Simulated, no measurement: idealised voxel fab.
Process module in this document: voxel tone inversion
The cross-section shown here is cut; it is 230 nm wide and divided into square cells measuring 5 nm on a side.
Just so we're on the same page, the cross-sections are grids of square cells, and they're listed out in bands top to bottom, each band one or more rows deep. Top height, bottom height, nm. Materials left to right, width each, nm. Single material + "all across" = fills band edge to edge. "empty" = empty. Height reference: 0 = level under which incoming wafer is all one material. Lowest band: no bottom, runs on downward, e.g. "0 down". The width entry "30->40" should be interpreted row by row: the top row of cells in the band takes the first number, the bottom row takes the second number, and the change between adjacent rows is uniform throughout. Reading "everything unchanged" for a step: not a cell of the cross-section changed in it. So "Closed void list" is basically the list of trapped voids: any empty space of 8 cells or more that can't reach the top through an opening. They're written width x height at distance, the distance being from the left edge, and it's all nm. Text after the settings on a step's line: the simulator's own remark on that step. The optional step-line setting "overlay nm" applies to steps with a mask and quantifies how far to the right of its planned location the mask lay, a negative value indicating leftward placement.
### Process steps - plan
- 1: RECEIVE: material Si
- 2: CONFORMAL_DEP: material SiCN, thk nm 10
- 3: DIRECTIONAL_DEP: material polySi, thk nm 20
- 4: PATTERN: tone cover, mask id POSTS, material resist, width nm 20, pitch nm 40, thk nm 30, overlay nm 0
- 5: DIRECTIONAL_ETCH: etch materials polySi, depth nm 20
- 6: STRIP: etch materials resist
- 7: FILL_DEP: material SiO2, thk nm 5
- 8: CMP: height nm 30
- 9: STRIP: etch materials polySi
- 10: CONFORMAL_DEP: material TiN, thk nm 5
- 11: FILL_DEP: material W, thk nm 5
- 12: CMP: height nm 30
- 13: CONFORMAL_DEP: material SiCN, thk nm 5
### Wafer, first of two, run as planned
### Here's what the wafer looked like in cross-section when it arrived - that's after step 1
0 down = Si all across
Closed void list: none
### How the wafer stands in section after step 2
10 to 0 = SiCN all across
Rest of section, below 0: as before.
### How the wafer stands in section after step 3
30 to 10 = polySi all across
Rest of section, below 10: as before.
### How the wafer stands in section after step 4
60 to 30 = 85 nm empty / 20 nm resist / 20 nm empty / 20 nm resist / 85 nm empty
Rest of section, below 30: as before.
### How the wafer stands in section after step 5
60 to 30 = 85 nm empty / 20 nm resist / 20 nm empty / 20 nm resist / 85 nm empty
30 to 10 = 85 nm empty / 20 nm polySi / 20 nm empty / 20 nm polySi / 85 nm empty
Rest of section, below 10: as before.
### How the wafer stands in section after step 6
30 to 10 = 85 nm empty / 20 nm polySi / 20 nm empty / 20 nm polySi / 85 nm empty
Rest of section, below 10: as before.
### How the wafer stands in section after step 7
35 to 30 = SiO2 all across
30 to 10 = 85 nm SiO2 / 20 nm polySi / 20 nm SiO2 / 20 nm polySi / 85 nm SiO2
Rest of section, below 10: as before.
### How the wafer stands in section after step 8
30 to 10 = 85 nm SiO2 / 20 nm polySi / 20 nm SiO2 / 20 nm polySi / 85 nm SiO2
Rest of section, below 10: as before.
### How the wafer stands in section after step 9
30 to 10 = 85 nm SiO2 / 20 nm empty / 20 nm SiO2 / 20 nm empty / 85 nm SiO2
Rest of section, below 10: as before.
### How the wafer stands in section after step 10
35 to 30 = 90 nm TiN / 10 nm empty / 30 nm TiN / 10 nm empty / 90 nm TiN
30 to 15 = 85 nm SiO2 / 5 nm TiN / 10 nm empty / 5 nm TiN / 20 nm SiO2 / 5 nm TiN / 10 nm empty / 5 nm TiN / 85 nm SiO2
15 to 10 = 85 nm SiO2 / 20 nm TiN / 20 nm SiO2 / 20 nm TiN / 85 nm SiO2
Rest of section, below 10: as before.
### How the wafer stands in section after step 11
40 to 35 = W all across
35 to 30 = 90 nm TiN / 10 nm W / 30 nm TiN / 10 nm W / 90 nm TiN
30 to 15 = 85 nm SiO2 / 5 nm TiN / 10 nm W / 5 nm TiN / 20 nm SiO2 / 5 nm TiN / 10 nm W / 5 nm TiN / 85 nm SiO2
Rest of section, below 15: as before.
### How the wafer stands in section after step 12
30 to 15 = 85 nm SiO2 / 5 nm TiN / 10 nm W / 5 nm TiN / 20 nm SiO2 / 5 nm TiN / 10 nm W / 5 nm TiN / 85 nm SiO2
Rest of section, below 15: as before.
### How the wafer stands in section after step 13
35 to 30 = SiCN all across
Rest of section, below 30: as before.
### The second wafer was prepared from the same starting point and under the same plan as the first; its processing contained one mistake, and it remains indistinguishable from the first wafer up to and including step 12
### What the second wafer looks like in cross-section when step 13 should have wrapped up
35 to 30 = TiN all across
Rest of section, below 30: as before.
Here's what went sideways: step 13 was run on a setting that differed from the plan, and what really ran there is CONFORMAL_DEP: material TiN, thk nm 5
Heads up, by the end the second wafer has more or fewer cells of some materials compared to the first: 46 fewer of SiCN; 46 more of TiN
